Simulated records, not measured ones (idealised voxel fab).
Process module heading - voxel self aligned contacts
190 nm wide, 5 nm square cells: that's cross-section cut.
In this document a cross-section is written as a grid of square cells. It is given as a series of bands, listed from the top down, and a band is one or more rows of cells.
A band entry consists of two parts. The first gives the height of the band's top and the height of its bottom, in nm. The rest lists the band's materials from left to right, each with its width in nm. A single material labelled with the word "throughout" fills the band from edge to edge, and the word "air" marks empty space.
Height 0 is the level under which the wafer as received is all one material. The lowest band goes on downwards, as in "0 nm and below".
Think of "30 to 40" as a width that walks from the first number to the second as you go down the band, top row to bottom row, taking equal-sized steps from row to row.
The cross-section has no changed cell in any step marked "remained the same".
If an empty space has no open way to the top and is at least 8 cells in size, "Internal closed voids" lists it, written width x height at distance, where distance is measured from the left edge and every value is in nm.
On each step's line, the part that comes after the settings is the simulator's own comment on the step.
"overlay nm" denotes, for a step that has a mask, the displacement of the mask to the right of its planned place, with negative values corresponding to the left.

[Listed below are the process steps as planned]
1 RECEIVE [material Si]
2 OXIDIZE [depth nm 5]
3 DIRECTIONAL_DEP [material polySi] [thk nm 25]
4 DIRECTIONAL_DEP [material SiN] [thk nm 25]
5 PATTERN [tone cover] [mask id GATE] [material resist] [width nm 35] [pitch nm 80] [thk nm 20] [overlay nm 0]
6 DIRECTIONAL_ETCH [etch materials SiN] [depth nm 25]
7 DIRECTIONAL_ETCH [etch materials polySi] [depth nm 25]
8 STRIP [etch materials resist]
9 CONFORMAL_DEP [material SiN] [thk nm 10]
10 DIRECTIONAL_ETCH [etch materials SiN] [depth nm 10]
11 FILL_DEP [material SiO2] [thk nm 10]
12 CMP [height nm 55]
13 DIRECTIONAL_DEP [material aC] [thk nm 15]
14 PATTERN [tone open] [mask id CONTACT] [material resist] [width nm 55] [thk nm 35] [overlay nm 0]
15 DIRECTIONAL_ETCH [etch materials aC] [depth nm 15]
16 STRIP [etch materials resist]
17 DIRECTIONAL_ETCH [etch materials SiO2] [depth nm 60]
18 STRIP [etch materials aC]
19 CONFORMAL_DEP [material TiN] [thk nm 5]
20 FILL_DEP [material Ru] [thk nm 5]
21 CMP [height nm 55]
22 CONFORMAL_DEP [material SiN] [thk nm 5]

[Wafer at receipt (post step 1), cross-section]
> 0 nm and below  Si throughout
> Internal closed voids: none

[Wafer cross-section at end of module: start and plan as shown above, one execution error]
> 60 nm to 55 nm  SiN throughout
> 55 nm to 50 nm  SiO2 60 nm, then TiN 25 nm, then Ru 15 nm, then TiN 15 nm, then SiO2 75 nm
> 50 nm to 25 nm  SiO2 25 nm, then SiN 55 nm, then TiN 5 nm, then Ru 15 nm, then TiN 5 nm, then SiN 55 nm, then SiO2 30 nm
> 25 nm to 0 nm  SiO2 25 nm, then SiN 10 nm, then polySi 35 nm, then SiN 10 nm, then TiN 5 nm, then Ru 15 nm, then TiN 5 nm, then SiN 10 nm, then polySi 35 nm, then SiN 10 nm, then SiO2 30 nm
> 0 nm to -5 nm  SiO2 80 nm, then TiN 25 nm, then SiO2 85 nm
> -5 nm and below  Si throughout
> Internal closed voids: none
What broke from the plan during processing? not per plan at step 14, really ran PATTERN [tone open] [mask id CONTACT] [material resist] [width nm 55] [thk nm 35] [overlay nm -5]
